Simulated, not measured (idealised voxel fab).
process module | voxel plated lines
cross-section cut | 140 nm wide | cells 5 nm
A cross-section is a grid of square cells, given in bands from the top down. A band is one or more rows of cells.
Each band's line starts with the height of the band's top and of its bottom, in nm. Then come its materials from left to right, each with its width in nm. One material with "throughout" fills the band from edge to edge. "air" is empty space.
Height 0 is the level under which the wafer as received is all one material. The lowest band goes on downwards, as in "0 down".
A width such as "30 to 40" changes by the same amount from each row of cells to the next, from the band's top row to its bottom row.
"no change" after a step means that no cell of the cross-section changed.
closed voids: empty space of 8 cells or more with no open way to the top, each as width x height at its distance from the left edge, in nm
after a step's settings: what the simulator itself notes on the step
overlay nm, on a step with a mask: how far to the right of its planned place the mask lay; to the left if negative
plan
1 op RECEIVE | material Si
2 op CONFORMAL_DEP | material Al2O3 | thk nm 5
3 op DIRECTIONAL_DEP | material TiN | thk nm 5
4 op PATTERN | tone open | mask id LINES | material resist | width nm 20 | pitch nm 35 | thk nm 15 | overlay nm 0
5 op EPI | material Ru | thk nm 5
6 op STRIP | etch materials resist
7 op DIRECTIONAL_ETCH | etch materials TiN | depth nm 5
8 op CONFORMAL_DEP | material SiCN | thk nm 10
first wafer, as planned
as received, after step 1
  0 down: Si throughout
  closed voids: none
after step 2
  5 to 0: Al2O3 throughout
  below 0: unchanged
after step 3
  10 to 5: TiN throughout
  below 5: unchanged
after step 4
  25 to 10: resist 25 | air 20 | resist 15 | air 20 | resist 15 | air 20 | resist 25
  below 10: unchanged
after step 5
  25 to 15: resist 25 | air 20 | resist 15 | air 20 | resist 15 | air 20 | resist 25
  15 to 10: resist 25 | Ru 20 | resist 15 | Ru 20 | resist 15 | Ru 20 | resist 25
  below 10: unchanged
after step 6
  15 to 10: air 25 | Ru 20 | air 15 | Ru 20 | air 15 | Ru 20 | air 25
  below 10: unchanged
after step 7
  15 to 10: air 25 | Ru 20 | air 15 | Ru 20 | air 15 | Ru 20 | air 25
  10 to 5: air 25 | TiN 20 | air 15 | TiN 20 | air 15 | TiN 20 | air 25
  below 5: unchanged
after step 8
  25 to 15: air 15 | SiCN 110 | air 15
  15 to 10: SiCN 25 | Ru 20 | SiCN 15 | Ru 20 | SiCN 15 | Ru 20 | SiCN 25
  10 to 5: SiCN 25 | TiN 20 | SiCN 15 | TiN 20 | SiCN 15 | TiN 20 | SiCN 25
  below 5: unchanged
second wafer: like start, like plan, one mistake. Through step 3 it matches the first wafer
when step 4 should have ended
  25 to 10: resist 20 | air 20 | resist 15 | air 20 | resist 15 | air 20 | resist 30
  below 10: unchanged
when step 5 should have ended
  25 to 15: resist 20 | air 20 | resist 15 | air 20 | resist 15 | air 20 | resist 30
  15 to 10: resist 20 | Ru 20 | resist 15 | Ru 20 | resist 15 | Ru 20 | resist 30
  below 10: unchanged
when step 6 should have ended
  15 to 10: air 20 | Ru 20 | air 15 | Ru 20 | air 15 | Ru 20 | air 30
  below 10: unchanged
when step 7 should have ended
  15 to 10: air 20 | Ru 20 | air 15 | Ru 20 | air 15 | Ru 20 | air 30
  10 to 5: air 20 | TiN 20 | air 15 | TiN 20 | air 15 | TiN 20 | air 30
  below 5: unchanged
when step 8 should have ended
  25 to 15: air 10 | SiCN 110 | air 20
  15 to 10: SiCN 20 | Ru 20 | SiCN 15 | Ru 20 | SiCN 15 | Ru 20 | SiCN 30
  10 to 5: SiCN 20 | TiN 20 | SiCN 15 | TiN 20 | SiCN 15 | TiN 20 | SiCN 30
  below 5: unchanged
what went wrong: step 4 ran as: op PATTERN | tone open | mask id LINES | material resist | width nm 20 | pitch nm 35 | thk nm 15 | overlay nm -5
at the end the second wafer has, in cells: as many of each material as the first, in other places
